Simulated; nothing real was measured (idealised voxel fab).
process module | voxel spacer lines
cross-section cut | 280 nm wide | cells 5 nm
A cross-section is a grid of square cells, given in bands from the top down. A band is one or more rows of cells.
Each band's line starts with the height of the band's top and of its bottom, in nm. Then come its materials from left to right, each with its width in nm. One material with "throughout" fills the band from edge to edge. "air" is empty space.
Height 0 is the level under which the wafer as received is all one material. The lowest band goes on downwards, as in "0 down".
A width such as "30 to 40" changes by the same amount from each row of cells to the next, from the band's top row to its bottom row.
"no change" after a step means that no cell of the cross-section changed.
closed voids: empty space of 8 cells or more with no open way to the top, each as width x height at its distance from the left edge, in nm
after a step's settings: what the simulator itself notes on the step
overlay nm, on a step with a mask: how far to the right of its planned place the mask lay; to the left if negative
plan
1 op RECEIVE | material Si
2 op CONFORMAL_DEP | material Al2O3 | thk nm 5
3 op DIRECTIONAL_DEP | material SiN | thk nm 20
4 op DIRECTIONAL_DEP | material polySi | thk nm 25
5 op PATTERN | tone cover | mask id MANDREL | material resist | width nm 20 | pitch nm 60 | thk nm 30 | overlay nm 0
6 op DIRECTIONAL_ETCH | etch materials polySi | depth nm 25
7 op STRIP | etch materials resist
8 op CONFORMAL_DEP | material SiO2 | thk nm 10
9 op DIRECTIONAL_ETCH | etch materials SiO2 | depth nm 10
10 op STRIP | etch materials polySi
11 op DIRECTIONAL_ETCH | etch materials SiN | depth nm 20
12 op STRIP | etch materials SiO2
as received, after step 1
  0 down: Si throughout
  closed voids: none
a wafer at the end: this start, this plan, one mistake
  25 to 5: air 50 | SiN 10 | air 20 | SiN 10 | air 20 | SiN 10 | air 20 | SiN 10 | air 20 | SiN 10 | air 20 | SiN 10 | air 70
  5 to 0: Al2O3 throughout
  0 down: Si throughout
  closed voids: none
what went wrong: step 5 ran as: op PATTERN | tone cover | mask id MANDREL | material resist | width nm 20 | pitch nm 60 | thk nm 30 | overlay nm -10
